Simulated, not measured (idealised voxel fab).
Name of the process module below: voxel capacitor over wiring
Shown is cross-section cut, with a width of 170 nm and square cells of size 5 nm.
Cross-section = grid of square cells, listed top down in bands; band = one or more rows. A band entry consists of two parts. The first gives the height of the band's top and the height of its bottom, in nm. The rest lists the band's materials from left to right, each with its width in nm. A single material labelled with the word "everywhere" fills the band from edge to edge, and the word "empty" marks empty space. Height datum 0, below which the as-received substrate wafer is one material. Lowest band open at the bottom, running downward: "0 and below". Quick explanation for "30 to 40": the width changes in equal steps down the rows of cells, from the first number in the band's top row to the second number in its bottom row. What does "no change occurred" mean for a step? It means no cell of the cross-section changed in that step. Closed empty spaces (no open way to the top) of 8 cells or more are what "Closed void inventory" lists, each as width x height at distance from the left edge, nm for all three. Heads up: the bit after the settings on a step's line is the simulator's remark on that step. overlay nm: mask right of planned place by this much (step with mask). Neg. = left.

-- Process steps (planned)
- 1: RECEIVE,material Si
- 2: CONFORMAL_DEP,material SiO2,thk nm 15
- 3: CONFORMAL_DEP,material SiN,thk nm 5
- 4: DIRECTIONAL_DEP,material SiO2,thk nm 25
- 5: DIRECTIONAL_DEP,material aC,thk nm 15
- 6: PATTERN,tone open,mask id METAL_1,material resist,width nm 30,pitch nm 90,thk nm 30,overlay nm 0
- 7: DIRECTIONAL_ETCH,etch materials aC,depth nm 15
- 8: STRIP,etch materials resist
- 9: DIRECTIONAL_ETCH,etch materials SiO2,depth nm 25
- 10: DIRECTIONAL_ETCH,etch materials SiN,depth nm 5
- 11: STRIP,etch materials aC
- 12: CONFORMAL_DEP,material TiN,thk nm 5
- 13: FILL_DEP,material Cu,thk nm 10
- 14: CMP,height nm 45
- 15: CONFORMAL_DEP,material SiCN,thk nm 5
- 16: DIRECTIONAL_DEP,material SiO2,thk nm 15
- 17: PATTERN,tone open,mask id PLUG_1,material resist,width nm 15,thk nm 20,overlay nm 0
- 18: DIRECTIONAL_ETCH,etch materials SiO2,depth nm 15
- 19: DIRECTIONAL_ETCH,etch materials SiCN,depth nm 5
- 20: STRIP,etch materials resist
- 21: CONFORMAL_DEP,material TiN,thk nm 5
- 22: FILL_DEP,material W,thk nm 5
- 23: CMP,height nm 65
- 24: DIRECTIONAL_DEP,material TiN,thk nm 5
- 25: DIRECTIONAL_DEP,material SiN,thk nm 5
- 26: DIRECTIONAL_DEP,material TiN,thk nm 5
- 27: MASKED_ETCH,tone cover,mask id UPPER_PLATE,width nm 55,etch materials TiN,depth nm 5,overlay nm 0
- 28: MASKED_ETCH,tone cover,mask id UPPER_PLATE,width nm 65,etch materials SiN,depth nm 5,overlay nm 0
- 29: DIRECTIONAL_DEP,material aC,thk nm 15
- 30: PATTERN,tone cover,mask id LOWER_PLATE,material resist,width nm 75,thk nm 35,overlay nm 0
- 31: DIRECTIONAL_ETCH,etch materials aC,depth nm 15
- 32: STRIP,etch materials resist
- 33: DIRECTIONAL_ETCH,etch materials TiN,depth nm 5
- 34: STRIP,etch materials aC
- 35: FILL_DEP,material SiO2,thk nm 15
- 36: CMP,height nm 90
- 37: MASKED_ETCH,tone open,mask id PLUG_2,width nm 15,etch materials SiO2,depth nm 10,overlay nm 0
- 38: CONFORMAL_DEP,material TiN,thk nm 5
- 39: FILL_DEP,material Cu,thk nm 5
- 40: CMP,height nm 90
- 41: CONFORMAL_DEP,material SiCN,thk nm 5
What sets these wafers apart? The width nm at step 27. They all start alike, and the plan carries the first wafer's value.

-- The first of several wafers as received, shown in cross-section; this is its state after step 1
	0 and below = Si everywhere
	Closed void inventory: none

-- After the module's final step, step 41: the first of several wafers in cross-section
	95 down to 90 = SiCN everywhere
	90 down to 85 = SiO2: 50, TiN: 5, Cu: 5, TiN: 5, SiO2: 105
	85 down to 75 = SiO2: 50 to 45, TiN: 15 to 55, SiO2: 105 to 70
	75 down to 70 = SiO2: 40, SiN: 65, SiO2: 65
	70 down to 65 = SiO2: 35, TiN: 75, SiO2: 60
	65 down to 50 = SiO2: 40, TiN: 5, W: 5, TiN: 5, SiO2: 115
	50 down to 45 = SiCN: 40, TiN: 15, SiCN: 115
	45 down to 20 = SiO2: 25, TiN: 5, Cu: 20, TiN: 5, SiO2: 60, TiN: 5, Cu: 20, TiN: 5, SiO2: 25
	20 down to 15 = SiN: 25, TiN: 30, SiN: 60, TiN: 30, SiN: 25
	15 down to 0 = SiO2 everywhere
	0 and below = Si everywhere
	Closed void inventory: none

-- Module end, final wafer: cross-section
	95 down to 90 = SiCN everywhere
	90 down to 85 = SiO2: 50, TiN: 5, Cu: 5, TiN: 5, SiO2: 105
	85 down to 75 = SiO2: 50 to 35, TiN: 15 to 75, SiO2: 105 to 60
	75 down to 70 = SiO2: 35, SiN: 80, SiO2: 55
	70 down to 65 = SiO2: 35, TiN: 80, SiO2: 55
	65 down to 50 = SiO2: 40, TiN: 5, W: 5, TiN: 5, SiO2: 115
	50 down to 45 = SiCN: 40, TiN: 15, SiCN: 115
	45 down to 20 = SiO2: 25, TiN: 5, Cu: 20, TiN: 5, SiO2: 60, TiN: 5, Cu: 20, TiN: 5, SiO2: 25
	20 down to 15 = SiN: 25, TiN: 30, SiN: 60, TiN: 30, SiN: 25
	15 down to 0 = SiO2 everywhere
	0 and below = Si everywhere
	Closed void inventory: none

-- End of module, by wafer: material-by-material cell gain (+) or loss (-) since receipt, then closed voids
width nm 55 | +41 Cu | +65 SiCN | +35 SiN | +430 SiO2 | +72 TiN | +3 W | Closed void inventory: none
width nm 60 | +41 Cu | +65 SiCN | +35 SiN | +429 SiO2 | +73 TiN | +3 W | Closed void inventory: none
width nm 65 | +41 Cu | +65 SiCN | +35 SiN | +428 SiO2 | +74 TiN | +3 W | Closed void inventory: none
width nm 70 | +41 Cu | +65 SiCN | +36 SiN | +426 SiO2 | +75 TiN | +3 W | Closed void inventory: none
width nm 75 | +41 Cu | +65 SiCN | +37 SiN | +424 SiO2 | +76 TiN | +3 W | Closed void inventory: none
width nm 80 | +41 Cu | +65 SiCN | +38 SiN | +422 SiO2 | +77 TiN | +3 W | Closed void inventory: none
